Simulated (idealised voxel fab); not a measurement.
Process module in this document: voxel gate over fins
Cross-section cut: width 270 nm, square cells of 5 nm.
Heads up, the way a cross-section reads in here is a grid of square cells, handed over as bands from the top down, with every band being one or more rows of cells. Heads up on the band format: heights come first, top then bottom, in nm. After that it's the materials left to right, each with its width in nm. A single material flagged "all across" fills the whole band edge to edge, and "air" means there's empty space there. The reference from which all heights are counted is 0, the level beneath which the as-received wafer is entirely one material; the lowest band, having no lower bound, proceeds downward and is written after the example "z 0 and below". The expression "30->40" gives the width at the extremes of the band, the first number at its top row of cells and the second at its bottom row, with the width changing by equal amounts from each row to the next in between. Key: "all unchanged" - step with no changed cell in the cross-section. So "Catalogued sealed voids" is basically the list of trapped voids: any empty space of 8 cells or more that can't reach the top through an opening. They're written width x height at distance, the distance being from the left edge, and it's all nm. Step line, after settings: the simulator's comment on this step. Among the settings permitted on a step's line is "overlay nm"; applied to a step with a mask, it specifies the extent to which the mask lay to the right of its planned position, whereas a negative figure signifies a position to the left.
List of planned process steps
step 1: op RECEIVE | material Si
step 2: op CONFORMAL_DEP | material SiN | thk nm 5
step 3: op MASKED_ETCH | tone cover | mask id FINS | width nm 15 | pitch nm 55 | etch materials SiN | depth nm 5 | overlay nm 0
step 4: op MASKED_ETCH | tone cover | mask id FINS | width nm 15 | pitch nm 55 | etch materials Si | depth nm 30 | overlay nm 0
step 5: op FILL_DEP | material SiO2 | thk nm 15
step 6: op CMP | height nm 5
step 7: op DIRECTIONAL_DEP | material aC | thk nm 15
step 8: op PATTERN | tone open | mask id RAIL | material resist | width nm 15 | thk nm 35 | overlay nm 0
step 9: op DIRECTIONAL_ETCH | etch materials aC | depth nm 15
step 10: op STRIP | etch materials resist
step 11: op DIRECTIONAL_ETCH | etch materials SiO2 | depth nm 30
step 12: op STRIP | etch materials aC
step 13: op CONFORMAL_DEP | material TiN | thk nm 5
step 14: op FILL_DEP | material Ru | thk nm 5
step 15: op CMP | height nm 5
step 16: op SELECTIVE_ETCH | etch materials W Ru TiN | depth nm 25
step 17: op FILL_DEP | material SiO2 | thk nm 5
step 18: op CMP | height nm 5
step 19: op SELECTIVE_ETCH | etch materials SiO2 | depth nm 20
step 20: op STRIP | etch materials SiN
step 21: op CONFORMAL_DEP | material HfO2 | thk nm 5
step 22: op CONFORMAL_DEP | material TiN | thk nm 5
step 23: op FILL_DEP | material W | thk nm 10
step 24: op CMP | height nm 15
step 25: op CONFORMAL_DEP | material SiN | thk nm 10
Wafer as received: cross-section following step 1
z 0 and below: Si all across
Catalogued sealed voids: none
The module was run from the start shown above using the plan shown above, but one mistake was made doing it; the resulting wafer cross-section is below
z 25 to 15: SiN all across
z 15 to 10: W all across
z 10 to 5: 90 of W, 35 of TiN, 20 of W, 35 of TiN, 90 of W
z 5 to 0: 90 of W, 5 of TiN, 25 of HfO2, 5 of TiN, 20 of W, 5 of TiN, 25 of HfO2, 5 of TiN, 90 of W
z 0 to -5: 90 of W, 5 of TiN, 5 of HfO2, 15 of Si, 5 of HfO2, 5 of TiN, 20 of W, 5 of TiN, 5 of HfO2, 15 of Si, 5 of HfO2, 5 of TiN, 90 of W
z -5 to -10: 95 of TiN, 5 of HfO2, 15 of Si, 5 of HfO2, 30 of TiN, 5 of HfO2, 15 of Si, 5 of HfO2, 95 of TiN
z -10 to -15: 100 of HfO2, 15 of Si, 40 of HfO2, 15 of Si, 100 of HfO2
z -15 to -20: 100 of SiO2, 15 of Si, 40 of SiO2, 15 of Si, 100 of SiO2
z -20 to -25: 100 of SiO2, 15 of Si, 10 of SiO2, 15 of TiN, 15 of SiO2, 15 of Si, 100 of SiO2
z -25 to -60: 100 of SiO2, 15 of Si, 40 of SiO2, 15 of Si, 100 of SiO2
z -60 and below: Si all across
Catalogued sealed voids: none
Here's what went sideways: the plan's step 4 ran twice
